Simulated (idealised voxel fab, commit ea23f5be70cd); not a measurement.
Proc. module: voxel local oxidation
Each square cell in cross-section cut measures 5 nm, and the section as a whole is 170 nm wide.
Cross-sections here: square-cell grids, written as top-down lists of bands, a band being one or more rows of cells. Band: top height; bottom height; in nm. Then, left to right: material with width in nm, for each material. "throughout": a single material spanning edge to edge. "blank": empty space. Convention: height 0 is the level below which the wafer, as received, is all one material. The lowest band does not terminate at the bottom but continues downward, represented as "0 down". Top row gets the first number, bottom row gets the second, and each row in between changes by the same step: that is how a band width like "30..40" works. When a step is marked "nothing was modified", none of the cells in the cross-section changed during that step. Each empty space that has no open way to the top and spans at least 8 cells appears under "Closed cavities" as width x height at distance, the distance counted from the left edge, all in nm. Past the settings on a step's line: simulator remark, on that step. The optional step-line setting "overlay nm" applies to steps with a mask and quantifies how far to the right of its planned location the mask lay, a negative value indicating leftward placement.

### Planned process steps
1. RECEIVE with material Si
2. CONFORMAL_DEP with material SiO2, thk nm 5
3. CONFORMAL_DEP with material SiN, thk nm 15
4. PATTERN with tone cover, mask id ACTIVE, material resist, width nm 120, thk nm 15, overlay nm 0
5. DIRECTIONAL_ETCH with etch materials SiN, depth nm 15
6. STRIP with etch materials resist
7. SELECTIVE_ETCH with etch materials SiO2, depth nm 5
8. OXIDIZE with depth nm 15
9. STRIP with etch materials SiN

### Received-state cross-section, reflecting completion of step 1
* 0 down  Si throughout
* Closed cavities: none

### Final cross-section, module run with one mistake (start and plan as above)
* 5 to 0  35 of blank, 105 of SiO2, 30 of blank
* 0 to -15  50 of SiO2, 75 of Si, 45 of SiO2
* -15 down  Si throughout
* Closed cavities: none
Nonconformance to the process plan: step 4 ran as: PATTERN with tone cover, mask id ACTIVE, material resist, width nm 115, thk nm 15, overlay nm 0
